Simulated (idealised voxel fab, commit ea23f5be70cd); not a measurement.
Herein follows the process module entitled voxel double patterning.
It is cross-section cut that appears here, measuring 175 nm in width, its square cells being 5 nm in size.
Cross-section format: a grid of square cells, given as bands from top to bottom; each band is one or more rows of cells. Basically the band line says how high the top is and how high the bottom is, in nm, and then what's in it from left to right, every material with its width in nm. Empty space shows up as "empty", and if a single material carries "everywhere" it runs the full band edge to edge. Where do heights start? At 0: under that level the wafer as delivered is made of one material only. And the lowest band has no floor; it just carries on downward, as in "0 nm and below". Width spec "30 to 40" -> top row of cells at first value, bottom row at second value, equal per-row change in between. You'll sometimes find "no alteration" written for a step, and that's the way of saying that nowhere in the cross-section did a cell change during that step. Enclosed voids (no open way to top), threshold 8 cells or more, entry "Sealed void list", notation width x height at distance, distance from left edge, nm. Text after the settings on a step's line: the simulator's own remark on that step. The "overlay nm" setting may appear on a step's line; for a step that uses a mask, it gives how far to the right of its planned position the mask lay, and a negative value indicates the left.

[The steps planned for the process are as follows]
- 1: RECEIVE with material Si
- 2: CONFORMAL_DEP with material SiO2, thk nm 5
- 3: DIRECTIONAL_DEP with material W, thk nm 10
- 4: DIRECTIONAL_DEP with material SiCN, thk nm 10
- 5: DIRECTIONAL_DEP with material aC, thk nm 10
- 6: PATTERN with tone open, mask id FIRST, material resist, width nm 15, pitch nm 50, thk nm 30, overlay nm 0
- 7: DIRECTIONAL_ETCH with etch materials aC, depth nm 10
- 8: STRIP with etch materials resist
- 9: DIRECTIONAL_ETCH with etch materials SiCN, depth nm 10
- 10: STRIP with etch materials aC
- 11: PATTERN with tone open, mask id SECOND, material resist, width nm 15, thk nm 20, overlay nm 0
- 12: DIRECTIONAL_ETCH with etch materials SiCN, depth nm 10
- 13: STRIP with etch materials resist
- 14: DIRECTIONAL_ETCH with etch materials W, depth nm 10
- 15: STRIP with etch materials SiCN

[First of two wafers: run as planned]

[Incoming wafer, cross-sectional view, post step 1]
0 nm and below: Si everywhere
Sealed void list: none

[Step 2 done - wafer cross-section]
5 nm to 0 nm: SiO2 everywhere
At heights below 0, the structure remains unaltered.

[Step 3 done - wafer cross-section]
15 nm to 5 nm: W everywhere
At heights below 5, the structure remains unaltered.

[Step 4 done - wafer cross-section]
25 nm to 15 nm: SiCN everywhere
At heights below 15, the structure remains unaltered.

[Step 5 done - wafer cross-section]
35 nm to 25 nm: aC everywhere
At heights below 25, the structure remains unaltered.

[Step 6 done - wafer cross-section]
65 nm to 35 nm: resist: 55, empty: 15, resist: 35, empty: 15, resist: 55
At heights below 35, the structure remains unaltered.

[Step 7 done - wafer cross-section]
55 nm to 35 nm: resist: 55, empty: 15, resist: 35, empty: 15, resist: 55
35 nm to 25 nm: aC: 55, empty: 15, aC: 35, empty: 15, aC: 55
At heights below 25, the structure remains unaltered.

[Step 8 done - wafer cross-section]
35 nm to 25 nm: aC: 55, empty: 15, aC: 35, empty: 15, aC: 55
At heights below 25, the structure remains unaltered.

[Step 9 done - wafer cross-section]
35 nm to 25 nm: aC: 55, empty: 15, aC: 35, empty: 15, aC: 55
25 nm to 15 nm: SiCN: 55, empty: 15, SiCN: 35, empty: 15, SiCN: 55
At heights below 15, the structure remains unaltered.

[Step 10 done - wafer cross-section]
25 nm to 15 nm: SiCN: 55, empty: 15, SiCN: 35, empty: 15, SiCN: 55
At heights below 15, the structure remains unaltered.

[Step 11 done - wafer cross-section]
45 nm to 25 nm: resist: 80, empty: 15, resist: 80
25 nm to 15 nm: SiCN: 55, resist: 15, SiCN: 35, resist: 15, SiCN: 55
At heights below 15, the structure remains unaltered.

[Step 12 done - wafer cross-section]
45 nm to 25 nm: resist: 80, empty: 15, resist: 80
25 nm to 15 nm: SiCN: 55, resist: 15, SiCN: 10, empty: 15, SiCN: 10, resist: 15, SiCN: 55
At heights below 15, the structure remains unaltered.

[Step 13 done - wafer cross-section]
25 nm to 15 nm: SiCN: 55, empty: 15, SiCN: 10, empty: 15, SiCN: 10, empty: 15, SiCN: 55
At heights below 15, the structure remains unaltered.

[Step 14 done - wafer cross-section]
25 nm to 15 nm: SiCN: 55, empty: 15, SiCN: 10, empty: 15, SiCN: 10, empty: 15, SiCN: 55
15 nm to 5 nm: W: 55, empty: 15, W: 10, empty: 15, W: 10, empty: 15, W: 55
At heights below 5, the structure remains unaltered.

[Step 15 done - wafer cross-section]
15 nm to 5 nm: W: 55, empty: 15, W: 10, empty: 15, W: 10, empty: 15, W: 55
At heights below 5, the structure remains unaltered.

[Wafer two. Same start, same plan, one slip in execution. Same as wafer one through step 10, inclusive]

[Second wafer profile in section, at the moment step 11 of the plan was meant to be complete]
45 nm to 25 nm: empty: 80, resist: 15, empty: 80
At heights below 25, the structure remains unaltered.

[Second wafer profile in section, at the moment step 12 of the plan was meant to be complete]
45 nm to 25 nm: empty: 80, resist: 15, empty: 80
25 nm to 15 nm: empty: 80, SiCN: 15, empty: 80
At heights below 15, the structure remains unaltered.

[Second wafer profile in section, at the moment step 13 of the plan was meant to be complete]
25 nm to 15 nm: empty: 80, SiCN: 15, empty: 80
At heights below 15, the structure remains unaltered.

[Second wafer profile in section, at the moment step 14 of the plan was meant to be complete]
25 nm to 15 nm: empty: 80, SiCN: 15, empty: 80
15 nm to 5 nm: empty: 80, W: 15, empty: 80
At heights below 5, the structure remains unaltered.

[Second wafer profile in section, at the moment step 15 of the plan was meant to be complete]
15 nm to 5 nm: empty: 80, W: 15, empty: 80
At heights below 5, the structure remains unaltered.
So what did we get wrong on this run? step 11 ran as: PATTERN with tone cover, mask id SECOND, material resist, width nm 15, thk nm 20, overlay nm 0
End of process, cell counts, second wafer against first, materials with more or fewer: -46 W
